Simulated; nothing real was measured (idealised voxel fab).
The following is a process module called voxel wiring stack.
The cross-section shown here is cut; it is 270 nm wide and divided into square cells measuring 5 nm on a side.
Bands, listed from the top down, are how a cross-section gets written in this document; the cross-section itself is a grid of square cells, and a band is one or more rows of them. The entry gives the band's vertical extent as a top height and a bottom height in nm, then its horizontal make-up as materials from left to right, each with a width in nm. "air" stands for empty space; a single material marked "everywhere" fills the band edge to edge. Height is counted from the level 0, under which the received wafer is composed throughout of one material. The lowest of the bands is not closed at the bottom but continues downward, in the notation "z 0 and below". Think of "30 to 40" as a width that walks from the first number to the second as you go down the band, top row to bottom row, taking equal-sized steps from row to row. A step reported as "remained unchanged" is a step in which no cell of the cross-section changed. Entry "Fully sealed voids" = empty spaces >= 8 cells with no open way to the top; each as width x height at distance, distance from left edge, all nm. On each step's line, the part that comes after the settings is the simulator's own comment on the step. When a step includes a mask, the "overlay nm" setting on its line states how far to the right of its planned place that mask lay, and negative values state how far to the left.

This section lists the process steps that were planned:
1. op RECEIVE | material Si
2. op CONFORMAL_DEP | material SiO2 | thk nm 15
3. op CONFORMAL_DEP | material SiCN | thk nm 5
4. op DIRECTIONAL_DEP | material SiO2 | thk nm 15
5. op PATTERN | tone open | mask id METAL_1 | material resist | width nm 20 | pitch nm 45 | thk nm 15 | overlay nm 0
6. op DIRECTIONAL_ETCH | etch materials SiO2 | depth nm 15
7. op DIRECTIONAL_ETCH | etch materials SiCN | depth nm 5
8. op STRIP | etch materials resist
9. op CONFORMAL_DEP | material TiN | thk nm 5
10. op FILL_DEP | material Cu | thk nm 10
11. op CMP | height nm 35
12. op CONFORMAL_DEP | material SiCN | thk nm 5
13. op DIRECTIONAL_DEP | material SiO2 | thk nm 35
14. op PATTERN | tone open | mask id METAL_2_HOLES | material resist | width nm 15 | pitch nm 90 | thk nm 15 | overlay nm 0
15. op DIRECTIONAL_ETCH | etch materials SiO2 | depth nm 35
16. op STRIP | etch materials resist
17. op PATTERN | tone open | mask id METAL_2 | material resist | width nm 20 | pitch nm 45 | thk nm 15 | overlay nm 0
18. op DIRECTIONAL_ETCH | etch materials SiO2 | depth nm 20
19. op DIRECTIONAL_ETCH | etch materials SiCN | depth nm 5
20. op STRIP | etch materials resist
21. op CONFORMAL_DEP | material TiN | thk nm 5
22. op FILL_DEP | material Cu | thk nm 5
23. op CMP | height nm 75
24. op CONFORMAL_DEP | material SiCN | thk nm 5

Below: the first of two wafers, run as planned:

as received, after step 1:
  z 0 and below | Si everywhere
  Fully sealed voids: none

So this is the wafer cross-section right after step 2:
  z 15 to 0 | SiO2 everywhere
  Under 0: no change, same as before.

So this is the wafer cross-section right after step 3:
  z 20 to 15 | SiCN everywhere
  Under 15: no change, same as before.

So this is the wafer cross-section right after step 4:
  z 35 to 20 | SiO2 everywhere
  Under 20: no change, same as before.

So this is the wafer cross-section right after step 5:
  z 50 to 35 | resist 80 nm / air 20 nm / resist 25 nm / air 20 nm / resist 25 nm / air 20 nm / resist 80 nm
  Under 35: no change, same as before.

So this is the wafer cross-section right after step 6:
  z 50 to 35 | resist 80 nm / air 20 nm / resist 25 nm / air 20 nm / resist 25 nm / air 20 nm / resist 80 nm
  z 35 to 20 | SiO2 80 nm / air 20 nm / SiO2 25 nm / air 20 nm / SiO2 25 nm / air 20 nm / SiO2 80 nm
  Under 20: no change, same as before.

So this is the wafer cross-section right after step 7:
  z 50 to 35 | resist 80 nm / air 20 nm / resist 25 nm / air 20 nm / resist 25 nm / air 20 nm / resist 80 nm
  z 35 to 20 | SiO2 80 nm / air 20 nm / SiO2 25 nm / air 20 nm / SiO2 25 nm / air 20 nm / SiO2 80 nm
  z 20 to 15 | SiCN 80 nm / air 20 nm / SiCN 25 nm / air 20 nm / SiCN 25 nm / air 20 nm / SiCN 80 nm
  Under 15: no change, same as before.

So this is the wafer cross-section right after step 8:
  z 35 to 20 | SiO2 80 nm / air 20 nm / SiO2 25 nm / air 20 nm / SiO2 25 nm / air 20 nm / SiO2 80 nm
  Under 20: no change, same as before.

So this is the wafer cross-section right after step 9:
  z 40 to 35 | TiN 85 nm / air 10 nm / TiN 35 nm / air 10 nm / TiN 35 nm / air 10 nm / TiN 85 nm
  z 35 to 20 | SiO2 80 nm / TiN 5 nm / air 10 nm / TiN 5 nm / SiO2 25 nm / TiN 5 nm / air 10 nm / TiN 5 nm / SiO2 25 nm / TiN 5 nm / air 10 nm / TiN 5 nm / SiO2 80 nm
  z 20 to 15 | SiCN 80 nm / TiN 20 nm / SiCN 25 nm / TiN 20 nm / SiCN 25 nm / TiN 20 nm / SiCN 80 nm
  Under 15: no change, same as before.

So this is the wafer cross-section right after step 10:
  z 50 to 40 | Cu everywhere
  z 40 to 35 | TiN 85 nm / Cu 10 nm / TiN 35 nm / Cu 10 nm / TiN 35 nm / Cu 10 nm / TiN 85 nm
  z 35 to 20 | SiO2 80 nm / TiN 5 nm / Cu 10 nm / TiN 5 nm / SiO2 25 nm / TiN 5 nm / Cu 10 nm / TiN 5 nm / SiO2 25 nm / TiN 5 nm / Cu 10 nm / TiN 5 nm / SiO2 80 nm
  Under 20: no change, same as before.

So this is the wafer cross-section right after step 11:
  z 35 to 20 | SiO2 80 nm / TiN 5 nm / Cu 10 nm / TiN 5 nm / SiO2 25 nm / TiN 5 nm / Cu 10 nm / TiN 5 nm / SiO2 25 nm / TiN 5 nm / Cu 10 nm / TiN 5 nm / SiO2 80 nm
  Under 20: no change, same as before.

So this is the wafer cross-section right after step 12:
  z 40 to 35 | SiCN everywhere
  Under 35: no change, same as before.

So this is the wafer cross-section right after step 13:
  z 75 to 40 | SiO2 everywhere
  Under 40: no change, same as before.

So this is the wafer cross-section right after step 14:
  z 90 to 75 | resist 80 nm / air 15 nm / resist 75 nm / air 15 nm / resist 85 nm
  Under 75: no change, same as before.

So this is the wafer cross-section right after step 15:
  z 90 to 75 | resist 80 nm / air 15 nm / resist 75 nm / air 15 nm / resist 85 nm
  z 75 to 40 | SiO2 80 nm / air 15 nm / SiO2 75 nm / air 15 nm / SiO2 85 nm
  Under 40: no change, same as before.

So this is the wafer cross-section right after step 16:
  z 75 to 40 | SiO2 80 nm / air 15 nm / SiO2 75 nm / air 15 nm / SiO2 85 nm
  Under 40: no change, same as before.

So this is the wafer cross-section right after step 17:
  z 90 to 75 | resist 80 nm / air 20 nm / resist 25 nm / air 20 nm / resist 25 nm / air 20 nm / resist 80 nm
  Under 75: no change, same as before.

So this is the wafer cross-section right after step 18:
  z 90 to 75 | resist 80 nm / air 20 nm / resist 25 nm / air 20 nm / resist 25 nm / air 20 nm / resist 80 nm
  z 75 to 55 | SiO2 80 nm / air 20 nm / SiO2 25 nm / air 20 nm / SiO2 25 nm / air 20 nm / SiO2 80 nm
  Under 55: no change, same as before.

So this is the wafer cross-section right after step 19:
  z 90 to 75 | resist 80 nm / air 20 nm / resist 25 nm / air 20 nm / resist 25 nm / air 20 nm / resist 80 nm
  z 75 to 55 | SiO2 80 nm / air 20 nm / SiO2 25 nm / air 20 nm / SiO2 25 nm / air 20 nm / SiO2 80 nm
  z 55 to 40 | SiO2 80 nm / air 15 nm / SiO2 75 nm / air 15 nm / SiO2 85 nm
  z 40 to 35 | SiCN 80 nm / air 15 nm / SiCN 75 nm / air 15 nm / SiCN 85 nm
  Under 35: no change, same as before.

So this is the wafer cross-section right after step 20:
  z 75 to 55 | SiO2 80 nm / air 20 nm / SiO2 25 nm / air 20 nm / SiO2 25 nm / air 20 nm / SiO2 80 nm
  Under 55: no change, same as before.

So this is the wafer cross-section right after step 21:
  z 80 to 75 | TiN 85 nm / air 10 nm / TiN 35 nm / air 10 nm / TiN 35 nm / air 10 nm / TiN 85 nm
  z 75 to 60 | SiO2 80 nm / TiN 5 nm / air 10 nm / TiN 5 nm / SiO2 25 nm / TiN 5 nm / air 10 nm / TiN 5 nm / SiO2 25 nm / TiN 5 nm / air 10 nm / TiN 5 nm / SiO2 80 nm
  z 60 to 55 | SiO2 80 nm / TiN 5 nm / air 5 nm / TiN 10 nm / SiO2 25 nm / TiN 20 nm / SiO2 25 nm / TiN 5 nm / air 5 nm / TiN 10 nm / SiO2 80 nm
  z 55 to 40 | SiO2 80 nm / TiN 5 nm / air 5 nm / TiN 5 nm / SiO2 75 nm / TiN 5 nm / air 5 nm / TiN 5 nm / SiO2 85 nm
  z 40 to 35 | SiCN 80 nm / TiN 15 nm / SiCN 75 nm / TiN 15 nm / SiCN 85 nm
  Under 35: no change, same as before.

So this is the wafer cross-section right after step 22:
  z 85 to 80 | Cu everywhere
  z 80 to 75 | TiN 85 nm / Cu 10 nm / TiN 35 nm / Cu 10 nm / TiN 35 nm / Cu 10 nm / TiN 85 nm
  z 75 to 60 | SiO2 80 nm / TiN 5 nm / Cu 10 nm / TiN 5 nm / SiO2 25 nm / TiN 5 nm / Cu 10 nm / TiN 5 nm / SiO2 25 nm / TiN 5 nm / Cu 10 nm / TiN 5 nm / SiO2 80 nm
  z 60 to 55 | SiO2 80 nm / TiN 5 nm / Cu 5 nm / TiN 10 nm / SiO2 25 nm / TiN 20 nm / SiO2 25 nm / TiN 5 nm / Cu 5 nm / TiN 10 nm / SiO2 80 nm
  z 55 to 40 | SiO2 80 nm / TiN 5 nm / Cu 5 nm / TiN 5 nm / SiO2 75 nm / TiN 5 nm / Cu 5 nm / TiN 5 nm / SiO2 85 nm
  Under 40: no change, same as before.

So this is the wafer cross-section right after step 23:
  z 75 to 60 | SiO2 80 nm / TiN 5 nm / Cu 10 nm / TiN 5 nm / SiO2 25 nm / TiN 5 nm / Cu 10 nm / TiN 5 nm / SiO2 25 nm / TiN 5 nm / Cu 10 nm / TiN 5 nm / SiO2 80 nm
  Under 60: no change, same as before.

So this is the wafer cross-section right after step 24:
  z 80 to 75 | SiCN everywhere
  Under 75: no change, same as before.

second wafer: like start, like plan, one mistake. Through step 11 it matches the first wafer:

Cross-section of the second wafer when, according to plan, step 12 should have finished:
  z 70 to 35 | SiO2 everywhere
  Under 35: no change, same as before.

Cross-section of the second wafer when, according to plan, step 13 should have finished:
  z 75 to 70 | SiCN everywhere
  Under 70: no change, same as before.

Cross-section of the second wafer when, according to plan, step 14 should have finished:
  z 90 to 75 | resist 80 nm / air 15 nm / resist 75 nm / air 15 nm / resist 85 nm
  Under 75: no change, same as before.

Cross-section of the second wafer when, according to plan, step 15 should have finished: remained unchanged

Cross-section of the second wafer when, according to plan, step 16 should have finished:
  z 75 to 70 | SiCN everywhere
  Under 70: no change, same as before.

Cross-section of the second wafer when, according to plan, step 17 should have finished:
  z 90 to 75 | resist 80 nm / air 20 nm / resist 25 nm / air 20 nm / resist 25 nm / air 20 nm / resist 80 nm
  Under 75: no change, same as before.

Cross-section of the second wafer when, according to plan, step 18 should have finished: remained unchanged

Cross-section of the second wafer when, according to plan, step 19 should have finished:
  z 90 to 75 | resist 80 nm / air 20 nm / resist 25 nm / air 20 nm / resist 25 nm / air 20 nm / resist 80 nm
  z 75 to 70 | SiCN 80 nm / air 20 nm / SiCN 25 nm / air 20 nm / SiCN 25 nm / air 20 nm / SiCN 80 nm
  Under 70: no change, same as before.

Cross-section of the second wafer when, according to plan, step 20 should have finished:
  z 75 to 70 | SiCN 80 nm / air 20 nm / SiCN 25 nm / air 20 nm / SiCN 25 nm / air 20 nm / SiCN 80 nm
  Under 70: no change, same as before.

Cross-section of the second wafer when, according to plan, step 21 should have finished:
  z 80 to 75 | TiN 85 nm / air 10 nm / TiN 35 nm / air 10 nm / TiN 35 nm / air 10 nm / TiN 85 nm
  z 75 to 70 | SiCN 80 nm / TiN 20 nm / SiCN 25 nm / TiN 20 nm / SiCN 25 nm / TiN 20 nm / SiCN 80 nm
  Under 70: no change, same as before.

Cross-section of the second wafer when, according to plan, step 22 should have finished:
  z 85 to 80 | Cu everywhere
  z 80 to 75 | TiN 85 nm / Cu 10 nm / TiN 35 nm / Cu 10 nm / TiN 35 nm / Cu 10 nm / TiN 85 nm
  Under 75: no change, same as before.

Cross-section of the second wafer when, according to plan, step 23 should have finished:
  z 75 to 70 | SiCN 80 nm / TiN 20 nm / SiCN 25 nm / TiN 20 nm / SiCN 25 nm / TiN 20 nm / SiCN 80 nm
  Under 70: no change, same as before.

Cross-section of the second wafer when, according to plan, step 24 should have finished:
  z 80 to 75 | SiCN everywhere
  Under 75: no change, same as before.
What was done differently from what was planned? the executed order of steps 12 and 13 is the reverse of that specified in the plan, each step having taken the other's position
Count the cells at the end and the second wafer has more or fewer of some materials than the first: Cu -26 | SiCN -6 | SiO2 +66 | TiN -34
